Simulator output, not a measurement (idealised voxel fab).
The following process module bears the name voxel ribs on slabs.
Each square cell in cross-section cut measures 5 nm, and the section as a whole is 195 nm wide.
Reading order for cross-sections: top band down to bottom band. Underlying form: a grid of square cells. Band size: one or more rows of cells. What a band's entry tells you: where the top is and where the bottom is, as heights in nm, and after that what lies inside, material by material from left to right, each with its width in nm. Empty space is written as the word "blank", and a single material marked with the word "all across" occupies the band from edge to edge. Heights are expressed relative to 0, this being the level below which the as-received wafer comprises one material exclusively. The lowest band is unbounded in the downward direction and is denoted as in "0..down". Think of "30 to 40" as a width that walks from the first number to the second as you go down the band, top row to bottom row, taking equal-sized steps from row to row. "no alterations made", as given for a step, is the statement that not any cell of the cross-section underwent a change during that step. Each empty space that has no open way to the top and spans at least 8 cells appears under "Closed internal cavities" as width x height at distance, the distance counted from the left edge, all in nm. Formally, on a step line, whatever follows the settings is a remark that the simulator itself makes on the step. The setting "overlay nm" may be written on the line of a step. When the step uses a mask, the value reports how far to the right of the planned place the mask lay, and a negative value reports that it lay to the left.
Process steps (planned):
1 RECEIVE,material Si
2 DIRECTIONAL_DEP,material SiO2,thk nm 25
3 DIRECTIONAL_DEP,material polySi,thk nm 20
4 MASKED_ETCH,tone cover,mask id RIB,width nm 15,etch materials polySi,depth nm 15,overlay nm 0
5 DIRECTIONAL_DEP,material aC,thk nm 15
6 PATTERN,tone cover,mask id SLAB,material resist,width nm 65,thk nm 35,overlay nm 0
7 DIRECTIONAL_ETCH,etch materials aC,depth nm 15
8 STRIP,etch materials resist
9 DIRECTIONAL_ETCH,etch materials polySi,depth nm 5
10 STRIP,etch materials aC
11 FILL_DEP,material SiO2,thk nm 20
12 CMP,height nm 55
13 DIRECTIONAL_DEP,material TiN,thk nm 5
14 PATTERN,tone cover,mask id HEATER,material resist,width nm 25,thk nm 20,overlay nm 0
15 DIRECTIONAL_ETCH,etch materials TiN,depth nm 5
16 STRIP,etch materials resist
17 CONFORMAL_DEP,material SiN,thk nm 5
Below: the first of two wafers, run as planned:
The cross-section here shows the wafer as received, i.e. in its state after step 1:
> 0..down  Si all across
> Closed internal cavities: none
Step 2 complete: cross-section through the wafer:
> 25..0  SiO2 all across
> Nothing below the height 0 has changed.
Step 3 complete: cross-section through the wafer:
> 45..25  polySi all across
> Nothing below the height 25 has changed.
Step 4 complete: cross-section through the wafer:
> 45..30  blank 90 / polySi 15 / blank 90
> Nothing below the height 30 has changed.
Step 5 complete: cross-section through the wafer:
> 60..45  blank 90 / aC 15 / blank 90
> 45..30  aC 90 / polySi 15 / aC 90
> Nothing below the height 30 has changed.
Step 6 complete: cross-section through the wafer:
> 95..60  blank 65 / resist 65 / blank 65
> 60..45  blank 65 / resist 25 / aC 15 / resist 25 / blank 65
> Nothing below the height 45 has changed.
Step 7 complete: cross-section through the wafer:
> 80..60  blank 65 / resist 65 / blank 65
> 60..45  blank 65 / resist 25 / aC 15 / resist 25 / blank 65
> 45..30  blank 65 / aC 25 / polySi 15 / aC 25 / blank 65
> Nothing below the height 30 has changed.
Step 8 complete: cross-section through the wafer:
> 60..45  blank 90 / aC 15 / blank 90
> Nothing below the height 45 has changed.
Step 9 complete: cross-section through the wafer:
> 60..45  blank 90 / aC 15 / blank 90
> 45..30  blank 65 / aC 25 / polySi 15 / aC 25 / blank 65
> 30..25  blank 65 / polySi 65 / blank 65
> Nothing below the height 25 has changed.
Step 10 complete: cross-section through the wafer:
> 45..30  blank 90 / polySi 15 / blank 90
> Nothing below the height 30 has changed.
Step 11 complete: cross-section through the wafer:
> 65..45  SiO2 all across
> 45..30  SiO2 90 / polySi 15 / SiO2 90
> 30..25  SiO2 65 / polySi 65 / SiO2 65
> Nothing below the height 25 has changed.
Step 12 complete: cross-section through the wafer:
> 55..45  SiO2 all across
> Nothing below the height 45 has changed.
Step 13 complete: cross-section through the wafer:
> 60..55  TiN all across
> Nothing below the height 55 has changed.
Step 14 complete: cross-section through the wafer:
> 80..60  blank 85 / resist 25 / blank 85
> Nothing below the height 60 has changed.
Step 15 complete: cross-section through the wafer:
> 80..60  blank 85 / resist 25 / blank 85
> 60..55  blank 85 / TiN 25 / blank 85
> Nothing below the height 55 has changed.
Step 16 complete: cross-section through the wafer:
> 60..55  blank 85 / TiN 25 / blank 85
> Nothing below the height 55 has changed.
Step 17 complete: cross-section through the wafer:
> 65..60  blank 80 / SiN 35 / blank 80
> 60..55  SiN 85 / TiN 25 / SiN 85
> Nothing below the height 55 has changed.
second wafer: like start, like plan, one mistake. Through step 1 it matches the first wafer:
Cross-section of the second wafer corresponding to the planned conclusion of step 2:
> 30..0  SiO2 all across
> Nothing below the height 0 has changed.
Cross-section of the second wafer corresponding to the planned conclusion of step 3:
> 50..30  polySi all across
> Nothing below the height 30 has changed.
Cross-section of the second wafer corresponding to the planned conclusion of step 4:
> 50..35  blank 90 / polySi 15 / blank 90
> Nothing below the height 35 has changed.
Cross-section of the second wafer corresponding to the planned conclusion of step 5:
> 65..50  blank 90 / aC 15 / blank 90
> 50..35  aC 90 / polySi 15 / aC 90
> Nothing below the height 35 has changed.
Cross-section of the second wafer corresponding to the planned conclusion of step 6:
> 100..65  blank 65 / resist 65 / blank 65
> 65..50  blank 65 / resist 25 / aC 15 / resist 25 / blank 65
> Nothing below the height 50 has changed.
Cross-section of the second wafer corresponding to the planned conclusion of step 7:
> 85..65  blank 65 / resist 65 / blank 65
> 65..50  blank 65 / resist 25 / aC 15 / resist 25 / blank 65
> 50..35  blank 65 / aC 25 / polySi 15 / aC 25 / blank 65
> Nothing below the height 35 has changed.
Cross-section of the second wafer corresponding to the planned conclusion of step 8:
> 65..50  blank 90 / aC 15 / blank 90
> Nothing below the height 50 has changed.
Cross-section of the second wafer corresponding to the planned conclusion of step 9:
> 65..50  blank 90 / aC 15 / blank 90
> 50..35  blank 65 / aC 25 / polySi 15 / aC 25 / blank 65
> 35..30  blank 65 / polySi 65 / blank 65
> Nothing below the height 30 has changed.
Cross-section of the second wafer corresponding to the planned conclusion of step 10:
> 50..35  blank 90 / polySi 15 / blank 90
> Nothing below the height 35 has changed.
Cross-section of the second wafer corresponding to the planned conclusion of step 11:
> 70..50  SiO2 all across
> 50..35  SiO2 90 / polySi 15 / SiO2 90
> 35..30  SiO2 65 / polySi 65 / SiO2 65
> Nothing below the height 30 has changed.
Cross-section of the second wafer corresponding to the planned conclusion of step 12:
> 55..50  SiO2 all across
> Nothing below the height 50 has changed.
Cross-section of the second wafer corresponding to the planned conclusion of step 13:
> 60..55  TiN all across
> Nothing below the height 55 has changed.
Cross-section of the second wafer corresponding to the planned conclusion of step 14:
> 80..60  blank 85 / resist 25 / blank 85
> Nothing below the height 60 has changed.
Cross-section of the second wafer corresponding to the planned conclusion of step 15:
> 80..60  blank 85 / resist 25 / blank 85
> 60..55  blank 85 / TiN 25 / blank 85
> Nothing below the height 55 has changed.
Cross-section of the second wafer corresponding to the planned conclusion of step 16:
> 60..55  blank 85 / TiN 25 / blank 85
> Nothing below the height 55 has changed.
Cross-section of the second wafer corresponding to the planned conclusion of step 17:
> 65..60  blank 80 / SiN 35 / blank 80
> 60..55  SiN 85 / TiN 25 / SiN 85
> Nothing below the height 55 has changed.
Want to know what went wrong? step 2 was run on a setting that differed from the plan, and what really ran there is DIRECTIONAL_DEP,material SiO2,thk nm 30
Upon completion, the cell count for each material on the second wafer equals that on the first, whereas the spatial distribution of those cells differs.
